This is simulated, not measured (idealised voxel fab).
A process module follows: voxel fin reveal.
This is section cut - it's 205 nm across, gridded in 5 nm square cells.
Cross-section layout: square cells on a grid; listed as bands, top to bottom; a band spans one or more cell rows.
It is stipulated that each band's entry specify, in nanometres, the height of the top of the band and then that of its bottom, followed by the materials of the band in left-to-right sequence, each together with its width in nanometres. A single material marked by the word "full width" is understood to fill the band from edge to edge; the word "empty" is understood to denote empty space.
For the purposes of this specification, 0 denotes the height below which the wafer in its as-received condition is composed wholly of one material, and the lowermost band, lacking a lower limit, extends downward without end, as expressed in "0 -> down".
Graded width ("30->40"): value in top row of band = first number; value in bottom row = second number; row-to-row change constant.
What does "stayed the same" mean for a step? It means no cell of the cross-section changed in that step.
Any empty space of 8 cells or more lacking an open way to the top shows up in "Non-vented voids" as width x height at distance, distance from the left edge, in nm.
Anything after a step's settings on that line? It's the simulator's own note about the step.
"overlay nm" on a masked step: distance the mask lay right of its planned place, negative for left.
Listed below are the process steps as planned:
- 1: RECEIVE, material Si
- 2: CONFORMAL_DEP, material SiN, thk nm 5
- 3: MASKED_ETCH, tone cover, mask id FINS, width nm 15, pitch nm 35, etch materials SiN, depth nm 5, overlay nm 0
- 4: MASKED_ETCH, tone cover, mask id FINS, width nm 15, pitch nm 35, etch materials Si, depth nm 20, overlay nm 0
- 5: FILL_DEP, material SiO2, thk nm 5
- 6: CMP, height nm 5
- 7: SELECTIVE_ETCH, etch materials SiO2, depth nm 25
- 8: STRIP, etch materials SiN
- 9: CONFORMAL_DEP, material HfO2, thk nm 5
The plan's step 4 depth nm is the first wafer's value; the wafers differ in this setting and start identical.
This is how the first of several wafers looked in cross-section when it arrived, which is after step 1:
	0 -> down | Si full width
	Non-vented voids: none
First wafer of several, cross-section, module end, after step 9 (last):
	5 -> 0 | empty 70 nm; HfO2 25 nm; empty 10 nm; HfO2 25 nm; empty 75 nm
	0 -> -15 | empty 70 nm; HfO2 5 nm; Si 15 nm; HfO2 5 nm; empty 10 nm; HfO2 5 nm; Si 15 nm; HfO2 5 nm; empty 75 nm
	-15 -> -20 | HfO2 75 nm; Si 15 nm; HfO2 20 nm; Si 15 nm; HfO2 80 nm
	-20 -> down | Si full width
	Non-vented voids: none
So this is the cross-section on the last wafer at the end of the module:
	5 -> 0 | empty 70 nm; HfO2 25 nm; empty 10 nm; HfO2 25 nm; empty 75 nm
	0 -> -15 | empty 70 nm; HfO2 5 nm; Si 15 nm; HfO2 5 nm; empty 10 nm; HfO2 5 nm; Si 15 nm; HfO2 5 nm; empty 75 nm
	-15 -> -20 | HfO2 75 nm; Si 15 nm; HfO2 20 nm; Si 15 nm; HfO2 80 nm
	-20 -> -45 | SiO2 75 nm; Si 15 nm; SiO2 20 nm; Si 15 nm; SiO2 80 nm
	-45 -> down | Si full width
	Non-vented voids: none
Note: the following table is arranged by wafer, a row apiece. Each row reports the end-of-module state: per material, cells gained (+) or cells lost (-) compared with the wafer as received; closed voids follow:
depth nm 20 | +57 HfO2 | -140 Si | Non-vented voids: none
depth nm 25 | +57 HfO2 | -175 Si | +35 SiO2 | Non-vented voids: none
depth nm 30 | +57 HfO2 | -210 Si | +70 SiO2 | Non-vented voids: none
depth nm 35 | +57 HfO2 | -245 Si | +105 SiO2 | Non-vented voids: none
depth nm 40 | +57 HfO2 | -280 Si | +140 SiO2 | Non-vented voids: none
depth nm 45 | +57 HfO2 | -315 Si | +175 SiO2 | Non-vented voids: none
